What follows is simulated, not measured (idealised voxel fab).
The following is a process module called voxel self aligned vias.
Cross-sectional view cut (width: 165 nm; square cell size: 5 nm).
In what follows, cross-sections appear as grids of square cells, described through bands that run from the top down, where every band is one or more rows of cells.
Band: top and bottom heights (nm) first, top before bottom; then materials from left to right, widths in nm. "throughout" marks a sole material filling the band edge to edge. "air" denotes empty space.
For the purposes of this specification, 0 denotes the height below which the wafer in its as-received condition is composed wholly of one material, and the lowermost band, lacking a lower limit, extends downward without end, as expressed in "0 and below".
A two-number width, for instance "30 to 40", indicates that the width is equal to the first number in the top row of the band and to the second number in the bottom row, and that it changes by a constant amount per row of cells.
It should be understood that the words "remains unaltered", when stated for a given step, signify that the cross-section underwent no change in any of its cells during that step.
Listed in "Enclosed void listing": every empty space of 8 or more cells without an open way to the top. Form: width x height at distance, the distance being from the left edge, all in nm.
Anything after a step's settings on that line? It's the simulator's own note about the step.
overlay nm: how far to the right of its planned place the mask lay on this masked step (negative: to the left).
Below is the list of planned process steps:
1 RECEIVE, material Si
2 CONFORMAL_DEP, material SiO2, thk nm 15
3 CONFORMAL_DEP, material SiCN, thk nm 5
4 DIRECTIONAL_DEP, material lowk, thk nm 20
5 PATTERN, tone open, mask id LINES, material resist, width nm 20, pitch nm 60, thk nm 15, overlay nm 0
6 DIRECTIONAL_ETCH, etch materials lowk, depth nm 20
7 STRIP, etch materials resist
8 CONFORMAL_DEP, material TiN, thk nm 5
9 FILL_DEP, material Ru, thk nm 10
10 CMP, height nm 40
11 SELECTIVE_ETCH, etch materials W Ru TiN, depth nm 5
12 FILL_DEP, material SiN, thk nm 10
13 CMP, height nm 40
14 DIRECTIONAL_DEP, material lowk, thk nm 20
15 MASKED_ETCH, tone open, mask id VIAS, width nm 30, etch materials lowk, depth nm 20, overlay nm 0
16 MASKED_ETCH, tone open, mask id VIAS, width nm 40, etch materials SiN, depth nm 5, overlay nm 0
17 CONFORMAL_DEP, material TiN, thk nm 5
18 FILL_DEP, material W, thk nm 10
19 CMP, height nm 60
20 CONFORMAL_DEP, material SiCN, thk nm 5
Across this set of wafers, the varied parameter is the width nm of step 15. Starting conditions are identical for every wafer, and the plan reports the value assigned to the first wafer.
Received wafers, first of several: cross-section after step 1:
    0 and below  Si throughout
    Enclosed void listing: none
End of the module, past its last step, step 20: how the first of several wafers looks in cross-section:
    65 down to 60  SiCN throughout
    60 down to 45  lowk: 35, then TiN: 5, then W: 20, then TiN: 5, then lowk: 100
    45 down to 40  lowk: 35, then TiN: 10, then W: 10, then TiN: 10, then lowk: 100
    40 down to 35  lowk: 40, then TiN: 20, then lowk: 40, then SiN: 20, then lowk: 45
    35 down to 25  lowk: 40, then TiN: 5, then Ru: 10, then TiN: 5, then lowk: 40, then TiN: 5, then Ru: 10, then TiN: 5, then lowk: 45
    25 down to 20  lowk: 40, then TiN: 20, then lowk: 40, then TiN: 20, then lowk: 45
    20 down to 15  SiCN throughout
    15 down to 0  SiO2 throughout
    0 and below  Si throughout
    Enclosed void listing: none
Cross-section of the last wafer at end of module:
    65 down to 60  SiCN throughout
    60 down to 45  lowk: 25, then TiN: 5, then W: 45, then TiN: 5, then lowk: 85
    45 down to 40  lowk: 25, then TiN: 20, then W: 10, then TiN: 25, then lowk: 85
    40 down to 35  lowk: 40, then TiN: 20, then lowk: 40, then SiN: 20, then lowk: 45
    35 down to 25  lowk: 40, then TiN: 5, then Ru: 10, then TiN: 5, then lowk: 40, then TiN: 5, then Ru: 10, then TiN: 5, then lowk: 45
    25 down to 20  lowk: 40, then TiN: 20, then lowk: 40, then TiN: 20, then lowk: 45
    20 down to 15  SiCN throughout
    15 down to 0  SiO2 throughout
    0 and below  Si throughout
    Enclosed void listing: none
Below, a row for every wafer. Read it as the end-of-module picture: for each material the wafer shows its cells gained (+) or lost (-) since it was received, and then its closed voids:
width nm 30, +8 Ru, +66 SiCN, +4 SiN, +99 SiO2, +30 TiN, +14 W, +208 lowk, Enclosed void listing: none
width nm 35, +8 Ru, +66 SiCN, +4 SiN, +99 SiO2, +31 TiN, +17 W, +204 lowk, Enclosed void listing: none
width nm 40, +8 Ru, +66 SiCN, +4 SiN, +99 SiO2, +32 TiN, +20 W, +200 lowk, Enclosed void listing: none
width nm 45, +8 Ru, +66 SiCN, +4 SiN, +99 SiO2, +33 TiN, +23 W, +196 lowk, Enclosed void listing: none
width nm 50, +8 Ru, +66 SiCN, +4 SiN, +99 SiO2, +34 TiN, +26 W, +192 lowk, Enclosed void listing: none
width nm 55, +8 Ru, +66 SiCN, +4 SiN, +99 SiO2, +35 TiN, +29 W, +188 lowk, Enclosed void listing: none
